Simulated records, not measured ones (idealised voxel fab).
process module | voxel gate over fins
cross-section cut | 280 nm wide | cells 5 nm
A cross-section is a grid of square cells, given in bands from the top down. A band is one or more rows of cells.
Each band's line starts with the height of the band's top and of its bottom, in nm. Then come its materials from left to right, each with its width in nm. One material with "throughout" fills the band from edge to edge. "air" is empty space.
Height 0 is the level under which the wafer as received is all one material. The lowest band goes on downwards, as in "0 down".
A width such as "30 to 40" changes by the same amount from each row of cells to the next, from the band's top row to its bottom row.
"no change" after a step means that no cell of the cross-section changed.
closed voids: empty space of 8 cells or more with no open way to the top, each as width x height at its distance from the left edge, in nm
after a step's settings: what the simulator itself notes on the step
overlay nm, on a step with a mask: how far to the right of its planned place the mask lay; to the left if negative
plan
1 op RECEIVE | material Si
2 op CONFORMAL_DEP | material SiN | thk nm 10
3 op PATTERN | tone cover | mask id FINS | material resist | width nm 15 | pitch nm 45 | thk nm 20 | overlay nm -15
4 op DIRECTIONAL_ETCH | etch materials SiN | depth nm 10
5 op DIRECTIONAL_ETCH | etch materials Si | depth nm 35
6 op STRIP | etch materials resist
7 op OXIDIZE | depth nm 5
8 op FILL_DEP | material SiO2 | thk nm 10
9 op CMP | height nm 10
10 op SELECTIVE_ETCH | etch materials SiO2 | depth nm 20
11 op STRIP | etch materials SiN
12 op CONFORMAL_DEP | material HfO2 | thk nm 5
13 op CONFORMAL_DEP | material TiN | thk nm 5
14 op CONFORMAL_DEP | material TiAl | thk nm 5
15 op CONFORMAL_DEP | material TiN | thk nm 5
16 op FILL_DEP | material W | thk nm 10
17 op CMP | height nm 25
18 op CONFORMAL_DEP | material SiN | thk nm 10
varied across the wafers: overlay nm of step 3. The plan shows the first wafer's value. All wafers start alike
first wafer as received, after step 1
  0 down: Si throughout
  closed voids: none
first wafer at the end, after step 18
  35 to 25: SiN throughout
  25 to 20: W throughout
  20 to 15: W 80 | TiN 90 | W 110
  15 to 10: W 80 | TiN 5 | TiAl 35 | TiN 10 | TiAl 35 | TiN 5 | W 110
  10 to 5: TiN 85 | TiAl 5 | TiN 25 | TiAl 5 | TiN 10 | TiAl 5 | TiN 25 | TiAl 5 | TiN 115
  5 to 0: TiAl 90 | TiN 5 | HfO2 15 | TiN 5 | TiAl 20 | TiN 5 | HfO2 15 | TiN 5 | TiAl 120
  0 to -5: TiN 95 | HfO2 5 | Si 5 | HfO2 5 | TiN 30 | HfO2 5 | Si 5 | HfO2 5 | TiN 125
  -5 to -10: HfO2 100 | Si 5 | HfO2 40 | Si 5 | HfO2 130
  -10 to -40: SiO2 100 | Si 5 | SiO2 40 | Si 5 | SiO2 130
  -40 down: Si throughout
  closed voids: none
last wafer at the end
  35 to 25: SiN throughout
  25 to 20: W throughout
  20 to 15: W 110 | TiN 90 | W 80
  15 to 10: W 110 | TiN 5 | TiAl 35 | TiN 10 | TiAl 35 | TiN 5 | W 80
  10 to 5: TiN 115 | TiAl 5 | TiN 25 | TiAl 5 | TiN 10 | TiAl 5 | TiN 25 | TiAl 5 | TiN 85
  5 to 0: TiAl 120 | TiN 5 | HfO2 15 | TiN 5 | TiAl 20 | TiN 5 | HfO2 15 | TiN 5 | TiAl 90
  0 to -5: TiN 125 | HfO2 5 | Si 5 | HfO2 5 | TiN 30 | HfO2 5 | Si 5 | HfO2 5 | TiN 95
  -5 to -10: HfO2 130 | Si 5 | HfO2 40 | Si 5 | HfO2 100
  -10 to -40: SiO2 130 | Si 5 | SiO2 40 | Si 5 | SiO2 100
  -40 down: Si throughout
  closed voids: none
each wafer at the end: cells of each material gained (+) or lost (-) since it was received, then its closed voids
overlay nm -15 | +64 HfO2 | -432 Si | +112 SiN | +324 SiO2 | +64 TiAl | +128 TiN | +132 W | closed voids: none
overlay nm -10 | +64 HfO2 | -432 Si | +112 SiN | +324 SiO2 | +64 TiAl | +128 TiN | +132 W | closed voids: none
overlay nm -5 | +64 HfO2 | -432 Si | +112 SiN | +324 SiO2 | +64 TiAl | +128 TiN | +132 W | closed voids: none
overlay nm 0 | +64 HfO2 | -432 Si | +112 SiN | +324 SiO2 | +64 TiAl | +128 TiN | +132 W | closed voids: none
overlay nm 5 | +64 HfO2 | -432 Si | +112 SiN | +324 SiO2 | +64 TiAl | +128 TiN | +132 W | closed voids: none
overlay nm 10 | +64 HfO2 | -432 Si | +112 SiN | +324 SiO2 | +64 TiAl | +128 TiN | +132 W | closed voids: none
overlay nm 15 | +64 HfO2 | -432 Si | +112 SiN | +324 SiO2 | +64 TiAl | +128 TiN | +132 W | closed voids: none
